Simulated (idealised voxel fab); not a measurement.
This section sets out a process module, namely voxel wiring stack.
cross-section cut | 195 nm wide | cells 5 nm
In this document a cross-section is written as a grid of square cells. It is given as a series of bands, listed from the top down, and a band is one or more rows of cells.
The band entry comprises the height of the band's top followed by the height of its bottom, expressed in nm, and subsequently the band's materials from left to right, each stated together with its width in nm. Where a single material is marked with the word "everywhere", that material fills the band from edge to edge. The word "air" represents empty space.
Heights from 0 (as-received wafer is one material below). Bottom band endless downward, as "0 -> down".
Graded width ("30..40"): value in top row of band = first number; value in bottom row = second number; row-to-row change constant.
"nothing got changed", as given for a step, is the statement that not any cell of the cross-section underwent a change during that step.
Entry "Completely enclosed voids". Content: empty spaces with no open connection to the top, size 8 cells or greater. Each: width x height at distance. Distance: from left edge. Unit: nm.
What comes after the settings on a step's line is commentary from the simulator itself on that step.
On any step carrying a mask, the "overlay nm" setting, if present on the step's line, tells how far right of its planned place the mask lay; negative values point to the left.
**Planned process steps**
1: RECEIVE (material Si)
2: CONFORMAL_DEP (material SiO2; thk nm 15)
3: DIRECTIONAL_DEP (material TiN; thk nm 5)
4: DIRECTIONAL_DEP (material W; thk nm 15)
5: MASKED_ETCH (tone cover; mask id METAL_1; width nm 30; pitch nm 50; etch materials W; depth nm 15; overlay nm 0)
6: MASKED_ETCH (tone cover; mask id METAL_1; width nm 30; pitch nm 50; etch materials TiN; depth nm 5; overlay nm 0)
7: CONFORMAL_DEP (material SiN; thk nm 5)
8: FILL_DEP (material SiO2; thk nm 5)
9: CMP (height nm 35)
10: CONFORMAL_DEP (material SiCN; thk nm 5)
11: DIRECTIONAL_DEP (material SiO2; thk nm 10)
12: MASKED_ETCH (tone open; mask id PLUG_1; width nm 15; pitch nm 50; etch materials SiO2; depth nm 10; overlay nm 0)
13: MASKED_ETCH (tone open; mask id PLUG_1; width nm 15; pitch nm 50; etch materials SiCN; depth nm 5; overlay nm 0)
14: EPI (material Ru; thk nm 10)
15: EPI (material Ru; thk nm 5)
16: CONFORMAL_DEP (material SiN; thk nm 5)
17: DIRECTIONAL_DEP (material lowk; thk nm 20)
18: DIRECTIONAL_DEP (material aC; thk nm 15)
19: PATTERN (tone open; mask id METAL_2; material resist; width nm 30; pitch nm 50; thk nm 35; overlay nm 0)
20: DIRECTIONAL_ETCH (etch materials aC; depth nm 15)
21: STRIP (etch materials resist)
22: DIRECTIONAL_ETCH (etch materials lowk; depth nm 20)
23: DIRECTIONAL_ETCH (etch materials SiN; depth nm 5)
24: STRIP (etch materials aC)
25: CONFORMAL_DEP (material TiN; thk nm 5)
26: FILL_DEP (material Cu; thk nm 10)
27: CMP (height nm 75)
28: EPI (material Ru; thk nm 5)
29: FILL_DEP (material SiCN; thk nm 5)
**So, the first of our two wafers, run just as we planned it**
**Cross-section of the wafer as it came to us, i.e., already through step 1**
> 0 -> down  Si everywhere
> Completely enclosed voids: none
**Once step 2 is through, the wafer looks like this in cross-section**
> 15 -> 0  SiO2 everywhere
> No changes below 0.
**Once step 3 is through, the wafer looks like this in cross-section**
> 20 -> 15  TiN everywhere
> No changes below 15.
**Once step 4 is through, the wafer looks like this in cross-section**
> 35 -> 20  W everywhere
> No changes below 20.
**Once step 5 is through, the wafer looks like this in cross-section**
> 35 -> 20  air=30, then W=30, then air=20, then W=30, then air=20, then W=30, then air=35
> No changes below 20.
**Once step 6 is through, the wafer looks like this in cross-section**
> 35 -> 20  air=30, then W=30, then air=20, then W=30, then air=20, then W=30, then air=35
> 20 -> 15  air=30, then TiN=30, then air=20, then TiN=30, then air=20, then TiN=30, then air=35
> No changes below 15.
**Once step 7 is through, the wafer looks like this in cross-section**
> 40 -> 35  air=25, then SiN=40, then air=10, then SiN=40, then air=10, then SiN=40, then air=30
> 35 -> 20  air=25, then SiN=5, then W=30, then SiN=5, then air=10, then SiN=5, then W=30, then SiN=5, then air=10, then SiN=5, then W=30, then SiN=5, then air=30
> 20 -> 15  SiN=30, then TiN=30, then SiN=20, then TiN=30, then SiN=20, then TiN=30, then SiN=35
> No changes below 15.
**Once step 8 is through, the wafer looks like this in cross-section**
> 45 -> 40  SiO2 everywhere
> 40 -> 35  SiO2=25, then SiN=40, then SiO2=10, then SiN=40, then SiO2=10, then SiN=40, then SiO2=30
> 35 -> 20  SiO2=25, then SiN=5, then W=30, then SiN=5, then SiO2=10, then SiN=5, then W=30, then SiN=5, then SiO2=10, then SiN=5, then W=30, then SiN=5, then SiO2=30
> No changes below 20.
**Once step 9 is through, the wafer looks like this in cross-section**
> 35 -> 20  SiO2=25, then SiN=5, then W=30, then SiN=5, then SiO2=10, then SiN=5, then W=30, then SiN=5, then SiO2=10, then SiN=5, then W=30, then SiN=5, then SiO2=30
> No changes below 20.
**Once step 10 is through, the wafer looks like this in cross-section**
> 40 -> 35  SiCN everywhere
> No changes below 35.
**Once step 11 is through, the wafer looks like this in cross-section**
> 50 -> 40  SiO2 everywhere
> No changes below 40.
**Once step 12 is through, the wafer looks like this in cross-section**
> 50 -> 40  SiO2=30, then air=15, then SiO2=35, then air=15, then SiO2=35, then air=15, then SiO2=50
> No changes below 40.
**Once step 13 is through, the wafer looks like this in cross-section**
> 50 -> 40  SiO2=30, then air=15, then SiO2=35, then air=15, then SiO2=35, then air=15, then SiO2=50
> 40 -> 35  SiCN=30, then air=15, then SiCN=35, then air=15, then SiCN=35, then air=15, then SiCN=50
> No changes below 35.
**Once step 14 is through, the wafer looks like this in cross-section**
> 50 -> 45  SiO2=30, then air=15, then SiO2=35, then air=15, then SiO2=35, then air=15, then SiO2=50
> 45 -> 40  SiO2=30, then Ru=15, then SiO2=35, then Ru=15, then SiO2=35, then Ru=15, then SiO2=50
> 40 -> 35  SiCN=30, then Ru=15, then SiCN=35, then Ru=15, then SiCN=35, then Ru=15, then SiCN=50
> No changes below 35.
**Once step 15 is through, the wafer looks like this in cross-section**
> 50 -> 40  SiO2=30, then Ru=15, then SiO2=35, then Ru=15, then SiO2=35, then Ru=15, then SiO2=50
> No changes below 40.
**Once step 16 is through, the wafer looks like this in cross-section**
> 55 -> 50  SiN everywhere
> No changes below 50.
**Once step 17 is through, the wafer looks like this in cross-section**
> 75 -> 55  lowk everywhere
> No changes below 55.
**Once step 18 is through, the wafer looks like this in cross-section**
> 90 -> 75  aC everywhere
> No changes below 75.
**Once step 19 is through, the wafer looks like this in cross-section**
> 125 -> 90  resist=30, then air=30, then resist=20, then air=30, then resist=20, then air=30, then resist=35
> No changes below 90.
**Once step 20 is through, the wafer looks like this in cross-section**
> 110 -> 90  resist=30, then air=30, then resist=20, then air=30, then resist=20, then air=30, then resist=35
> 90 -> 75  aC=30, then air=30, then aC=20, then air=30, then aC=20, then air=30, then aC=35
> No changes below 75.
**Once step 21 is through, the wafer looks like this in cross-section**
> 90 -> 75  aC=30, then air=30, then aC=20, then air=30, then aC=20, then air=30, then aC=35
> No changes below 75.
**Once step 22 is through, the wafer looks like this in cross-section**
> 90 -> 75  aC=30, then air=30, then aC=20, then air=30, then aC=20, then air=30, then aC=35
> 75 -> 55  lowk=30, then air=30, then lowk=20, then air=30, then lowk=20, then air=30, then lowk=35
> No changes below 55.
**Once step 23 is through, the wafer looks like this in cross-section**
> 90 -> 75  aC=30, then air=30, then aC=20, then air=30, then aC=20, then air=30, then aC=35
> 75 -> 55  lowk=30, then air=30, then lowk=20, then air=30, then lowk=20, then air=30, then lowk=35
> 55 -> 50  SiN=30, then air=30, then SiN=20, then air=30, then SiN=20, then air=30, then SiN=35
> No changes below 50.
**Once step 24 is through, the wafer looks like this in cross-section**
> 75 -> 55  lowk=30, then air=30, then lowk=20, then air=30, then lowk=20, then air=30, then lowk=35
> No changes below 55.
**Once step 25 is through, the wafer looks like this in cross-section**
> 80 -> 75  TiN=35, then air=20, then TiN=30, then air=20, then TiN=30, then air=20, then TiN=40
> 75 -> 55  lowk=30, then TiN=5, then air=20, then TiN=5, then lowk=20, then TiN=5, then air=20, then TiN=5, then lowk=20, then TiN=5, then air=20, then TiN=5, then lowk=35
> 55 -> 50  SiN=30, then TiN=30, then SiN=20, then TiN=30, then SiN=20, then TiN=30, then SiN=35
> No changes below 50.
**Once step 26 is through, the wafer looks like this in cross-section**
> 90 -> 80  Cu everywhere
> 80 -> 75  TiN=35, then Cu=20, then TiN=30, then Cu=20, then TiN=30, then Cu=20, then TiN=40
> 75 -> 55  lowk=30, then TiN=5, then Cu=20, then TiN=5, then lowk=20, then TiN=5, then Cu=20, then TiN=5, then lowk=20, then TiN=5, then Cu=20, then TiN=5, then lowk=35
> No changes below 55.
**Once step 27 is through, the wafer looks like this in cross-section**
> 75 -> 55  lowk=30, then TiN=5, then Cu=20, then TiN=5, then lowk=20, then TiN=5, then Cu=20, then TiN=5, then lowk=20, then TiN=5, then Cu=20, then TiN=5, then lowk=35
> No changes below 55.
**Once step 28 is through, the wafer looks like this in cross-section**
> 80 -> 75  air=25, then Ru=40, then air=10, then Ru=40, then air=10, then Ru=40, then air=30
> No changes below 75.
**Once step 29 is through, the wafer looks like this in cross-section**
> 85 -> 80  SiCN everywhere
> 80 -> 75  SiCN=25, then Ru=40, then SiCN=10, then Ru=40, then SiCN=10, then Ru=40, then SiCN=30
> No changes below 75.
**Second wafer, same starting state and plan as the first, one mistake in the run, identical through step 18**
**Second wafer: cross-section at the scheduled end of step 19**
> 125 -> 90  air=30, then resist=30, then air=20, then resist=30, then air=20, then resist=30, then air=35
> No changes below 90.
**Second wafer: cross-section at the scheduled end of step 20**
> 110 -> 90  air=30, then resist=30, then air=20, then resist=30, then air=20, then resist=30, then air=35
> 90 -> 75  air=30, then aC=30, then air=20, then aC=30, then air=20, then aC=30, then air=35
> No changes below 75.
**Second wafer: cross-section at the scheduled end of step 21**
> 90 -> 75  air=30, then aC=30, then air=20, then aC=30, then air=20, then aC=30, then air=35
> No changes below 75.
**Second wafer: cross-section at the scheduled end of step 22**
> 90 -> 75  air=30, then aC=30, then air=20, then aC=30, then air=20, then aC=30, then air=35
> 75 -> 55  air=30, then lowk=30, then air=20, then lowk=30, then air=20, then lowk=30, then air=35
> No changes below 55.
**Second wafer: cross-section at the scheduled end of step 23**
> 90 -> 75  air=30, then aC=30, then air=20, then aC=30, then air=20, then aC=30, then air=35
> 75 -> 55  air=30, then lowk=30, then air=20, then lowk=30, then air=20, then lowk=30, then air=35
> 55 -> 50  air=30, then SiN=30, then air=20, then SiN=30, then air=20, then SiN=30, then air=35
> No changes below 50.
**Second wafer: cross-section at the scheduled end of step 24**
> 75 -> 55  air=30, then lowk=30, then air=20, then lowk=30, then air=20, then lowk=30, then air=35
> No changes below 55.
**Second wafer: cross-section at the scheduled end of step 25**
> 80 -> 75  air=25, then TiN=40, then air=10, then TiN=40, then air=10, then TiN=40, then air=30
> 75 -> 55  air=25, then TiN=5, then lowk=30, then TiN=5, then air=10, then TiN=5, then lowk=30, then TiN=5, then air=10, then TiN=5, then lowk=30, then TiN=5, then air=30
> 55 -> 50  TiN=30, then SiN=30, then TiN=20, then SiN=30, then TiN=20, then SiN=30, then TiN=35
> No changes below 50.
**Second wafer: cross-section at the scheduled end of step 26**
> 90 -> 80  Cu everywhere
> 80 -> 75  Cu=25, then TiN=40, then Cu=10, then TiN=40, then Cu=10, then TiN=40, then Cu=30
> 75 -> 55  Cu=25, then TiN=5, then lowk=30, then TiN=5, then Cu=10, then TiN=5, then lowk=30, then TiN=5, then Cu=10, then TiN=5, then lowk=30, then TiN=5, then Cu=30
> No changes below 55.
**Second wafer: cross-section at the scheduled end of step 27**
> 75 -> 55  Cu=25, then TiN=5, then lowk=30, then TiN=5, then Cu=10, then TiN=5, then lowk=30, then TiN=5, then Cu=10, then TiN=5, then lowk=30, then TiN=5, then Cu=30
> No changes below 55.
**Second wafer: cross-section at the scheduled end of step 28**
> 80 -> 75  Ru=35, then air=20, then Ru=30, then air=20, then Ru=30, then air=20, then Ru=40
> No changes below 75.
**Second wafer: cross-section at the scheduled end of step 29**
> 85 -> 80  SiCN everywhere
> 80 -> 75  Ru=35, then SiCN=20, then Ru=30, then SiCN=20, then Ru=30, then SiCN=20, then Ru=40
> No changes below 75.
Misprocessing identified: step 19 off recipe, ran as PATTERN (tone cover; mask id METAL_2; material resist; width nm 30; pitch nm 50; thk nm 35; overlay nm 0)
Wafer comparison, final, in cells, second relative to first, materials more or fewer: +12 Cu | +3 Ru | -3 SiCN | -3 SiN | +3 TiN | -12 lowk
